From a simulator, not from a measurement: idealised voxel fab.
Process module, titled voxel capacitor over wiring
Cross-section cut: width 270 nm, square cells of 5 nm.
Cross-section, as written here: a square-cell grid given band by band from the top down, where a band holds one or more rows of cells.
A band entry consists of two parts. The first gives the height of the band's top and the height of its bottom, in nm. The rest lists the band's materials from left to right, each with its width in nm. A single material labelled with the word "throughout" fills the band from edge to edge, and the word "empty" marks empty space.
Below 0: as-received wafer, all one material; heights counted from there. Lowest band: no bottom, goes on down, written "0 nm and below".
A two-number width, for instance "30 to 40", indicates that the width is equal to the first number in the top row of the band and to the second number in the bottom row, and that it changes by a constant amount per row of cells.
When a step is marked "stayed the same", none of the cells in the cross-section changed during that step.
"Sealed void inventory" lists enclosed empty spaces (at least 8 cells, no open path upward to the top), each as width x height at distance from the left edge, in nm.
Heads up: the bit after the settings on a step's line is the simulator's remark on that step.
overlay nm, on a step with a mask: how far to the right of its planned place the mask lay; to the left if negative

PLAN
step 1: RECEIVE with material Si
step 2: CONFORMAL_DEP with material SiO2, thk nm 10
step 3: CONFORMAL_DEP with material SiN, thk nm 5
step 4: DIRECTIONAL_DEP with material SiO2, thk nm 15
step 5: PATTERN with tone open, mask id METAL_1, material resist, width nm 20, pitch nm 80, thk nm 15, overlay nm 0
step 6: DIRECTIONAL_ETCH with etch materials SiO2, depth nm 15
step 7: DIRECTIONAL_ETCH with etch materials SiN, depth nm 5
step 8: STRIP with etch materials resist
step 9: CONFORMAL_DEP with material TiN, thk nm 5
step 10: FILL_DEP with material Cu, thk nm 5
step 11: CMP with height nm 30
step 12: CONFORMAL_DEP with material SiCN, thk nm 5
step 13: DIRECTIONAL_DEP with material SiO2, thk nm 10
step 14: DIRECTIONAL_DEP with material aC, thk nm 10
step 15: PATTERN with tone open, mask id PLUG_1, material resist, width nm 15, thk nm 30, overlay nm 0
step 16: DIRECTIONAL_ETCH with etch materials aC, depth nm 10
step 17: STRIP with etch materials resist
step 18: DIRECTIONAL_ETCH with etch materials SiO2, depth nm 10
step 19: DIRECTIONAL_ETCH with etch materials SiCN, depth nm 5
step 20: STRIP with etch materials aC
step 21: EPI with material Ru, thk nm 10
step 22: EPI with material Ru, thk nm 5
step 23: DIRECTIONAL_DEP with material TiN, thk nm 5
step 24: DIRECTIONAL_DEP with material SiN, thk nm 5
step 25: DIRECTIONAL_DEP with material TiN, thk nm 10
step 26: MASKED_ETCH with tone cover, mask id UPPER_PLATE, width nm 65, etch materials TiN, depth nm 10, overlay nm 0
step 27: MASKED_ETCH with tone cover, mask id UPPER_PLATE, width nm 65, etch materials SiN, depth nm 5, overlay nm 0
step 28: MASKED_ETCH with tone cover, mask id LOWER_PLATE, width nm 75, etch materials TiN, depth nm 5, overlay nm 0
step 29: FILL_DEP with material SiO2, thk nm 20
step 30: CMP with height nm 80
step 31: PATTERN with tone open, mask id PLUG_2, material resist, width nm 15, thk nm 20, overlay nm 0
step 32: DIRECTIONAL_ETCH with etch materials SiO2, depth nm 15
step 33: STRIP with etch materials resist
step 34: CONFORMAL_DEP with material TiN, thk nm 5
step 35: FILL_DEP with material W, thk nm 10
step 36: CMP with height nm 80
step 37: CONFORMAL_DEP with material SiCN, thk nm 5

AS-RECEIVED STATE OF THE WAFER IN CROSS-SECTION, EQUIVALENT TO POST-STEP 1
    0 nm and below: Si throughout
    Sealed void inventory: none

WAFER CROSS-SECTION AT END OF MODULE: START AND PLAN AS SHOWN ABOVE, ONE EXECUTION ERROR
    85 nm to 80 nm: SiCN throughout
    80 nm to 70 nm: SiO2 (100) | TiN (5) | W (5) | TiN (5) | SiO2 (155)
    70 nm to 65 nm: SiO2 (100) | TiN (15) | SiO2 (155)
    65 nm to 55 nm: SiO2 (90) | TiN (15) | SiO2 (45) | TiN (5) | SiO2 (115)
    55 nm to 50 nm: SiO2 (90) | SiN (15) | SiO2 (45) | SiN (5) | SiO2 (115)
    50 nm to 45 nm: SiO2 (85) | TiN (75) | SiO2 (110)
    45 nm to 40 nm: SiO2 (70) | Ru (20) | SiO2 (15) | TiN (45) | Ru (50) | SiO2 (70)
    40 nm to 35 nm: SiO2 (70) | Ru (20) | SiO2 (15) | SiN (45) | Ru (50) | SiO2 (70)
    35 nm to 30 nm: SiO2 (70) | Ru (20) | SiCN (15) | TiN (45) | Ru (50) | SiO2 (70)
    30 nm to 15 nm: SiO2 (85) | TiN (5) | Cu (10) | TiN (5) | SiO2 (60) | TiN (5) | Cu (10) | TiN (5) | SiO2 (85)
    15 nm to 10 nm: SiN (85) | TiN (20) | SiN (60) | TiN (20) | SiN (85)
    10 nm to 0 nm: SiO2 throughout
    0 nm and below: Si throughout
    Sealed void inventory: none
Where did the run depart from the plan? step 15 deviated from plan and actually ran as PATTERN with tone cover, mask id PLUG_1, material resist, width nm 15, thk nm 30, overlay nm 0
